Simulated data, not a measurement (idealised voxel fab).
Proc. module: voxel wiring stack
For reference, the cross-section in this document is cut, with width 160 nm and square cells of 5 nm.
Notation: cross-section as square-cell grid; stated in bands, top first, going down; one or more cell rows per band. Basically the band line says how high the top is and how high the bottom is, in nm, and then what's in it from left to right, every material with its width in nm. Empty space shows up as "air", and if a single material carries "all across" it runs the full band edge to edge. Note: height 0 marks the level under which the wafer is uniformly one material as received. Lowest band unbounded below, written "z 0 and below". Top row gets the first number, bottom row gets the second, and each row in between changes by the same step: that is how a band width like "30 to 40" works. A step reported as "no modifications" is a step in which no cell of the cross-section changed. Heads up: "Voids, fully enclosed" only lists the empty pockets with no open path to the top that are 8 cells or more, and it writes them as width x height at distance, distance from the left edge, in nm. Note: text after step settings on the step line = simulator remark on that step. The optional step-line setting "overlay nm" applies to steps with a mask and quantifies how far to the right of its planned location the mask lay, a negative value indicating leftward placement.
The steps planned for the process are as follows
1. RECEIVE | material Si
2. CONFORMAL_DEP | material SiO2 | thk nm 15
3. CONFORMAL_DEP | material SiN | thk nm 5
4. DIRECTIONAL_DEP | material SiO2 | thk nm 25
5. PATTERN | tone open | mask id METAL_1 | material resist | width nm 25 | pitch nm 45 | thk nm 15 | overlay nm 0
6. DIRECTIONAL_ETCH | etch materials SiO2 | depth nm 25
7. DIRECTIONAL_ETCH | etch materials SiN | depth nm 5
8. STRIP | etch materials resist
9. CONFORMAL_DEP | material TiN | thk nm 5
10. FILL_DEP | material Ru | thk nm 10
11. CMP | height nm 45
12. CONFORMAL_DEP | material SiCN | thk nm 5
13. DIRECTIONAL_DEP | material SiO2 | thk nm 30
14. MASKED_ETCH | tone open | mask id METAL_2 | width nm 25 | pitch nm 45 | etch materials SiO2 | depth nm 20 | overlay nm 0
15. PATTERN | tone open | mask id METAL_2_HOLES | material resist | width nm 15 | thk nm 20 | overlay nm 0
16. DIRECTIONAL_ETCH | etch materials SiO2 | depth nm 10
17. DIRECTIONAL_ETCH | etch materials SiCN | depth nm 5
18. STRIP | etch materials resist
19. CONFORMAL_DEP | material TiN | thk nm 5
20. FILL_DEP | material Cu | thk nm 10
21. CMP | height nm 80
22. CONFORMAL_DEP | material SiCN | thk nm 5
23. DIRECTIONAL_DEP | material lowk | thk nm 10
24. MASKED_ETCH | tone open | mask id PLUG_2 | width nm 15 | etch materials lowk | depth nm 10 | overlay nm 0
25. MASKED_ETCH | tone open | mask id PLUG_2 | width nm 15 | etch materials SiCN | depth nm 5 | overlay nm 0
26. CONFORMAL_DEP | material TiN | thk nm 5
27. FILL_DEP | material Cu | thk nm 5
28. CMP | height nm 95
29. CONFORMAL_DEP | material SiCN | thk nm 5
30. DIRECTIONAL_DEP | material SiO2 | thk nm 20
31. MASKED_ETCH | tone open | mask id METAL_3 | width nm 25 | pitch nm 45 | etch materials SiO2 | depth nm 20 | overlay nm -15
32. MASKED_ETCH | tone open | mask id METAL_3 | width nm 25 | pitch nm 45 | etch materials SiCN | depth nm 5 | overlay nm 0
33. CONFORMAL_DEP | material TiN | thk nm 5
34. FILL_DEP | material Cu | thk nm 5
35. CMP | height nm 120
36. CONFORMAL_DEP | material SiCN | thk nm 5
varied across the wafers: overlay nm of step 31. The plan shows the first wafer's value. All wafers start alike
The first of several wafers in cross-section, exactly as it reached us after step 1
* z 0 and below | Si all across
* Voids, fully enclosed: none
Per wafer (row), end of module: delta in cells per material since receipt, (+) for gained, (-) for lost; closed voids after that
overlay nm -15, +41 Cu, +30 Ru, +118 SiCN, +22 SiN, +440 SiO2, +91 TiN, +58 lowk, Voids, fully enclosed: none
overlay nm -10, +43 Cu, +30 Ru, +116 SiCN, +22 SiN, +440 SiO2, +91 TiN, +58 lowk, Voids, fully enclosed: none
overlay nm -5, +45 Cu, +30 Ru, +114 SiCN, +22 SiN, +440 SiO2, +91 TiN, +58 lowk, Voids, fully enclosed: none
overlay nm 0, +47 Cu, +30 Ru, +112 SiCN, +22 SiN, +440 SiO2, +91 TiN, +58 lowk, Voids, fully enclosed: none
overlay nm 5, +45 Cu, +30 Ru, +114 SiCN, +22 SiN, +440 SiO2, +91 TiN, +58 lowk, Voids, fully enclosed: none
overlay nm 10, +43 Cu, +30 Ru, +116 SiCN, +22 SiN, +440 SiO2, +91 TiN, +58 lowk, Voids, fully enclosed: none
overlay nm 15, +41 Cu, +30 Ru, +118 SiCN, +22 SiN, +440 SiO2, +91 TiN, +58 lowk, Voids, fully enclosed: none
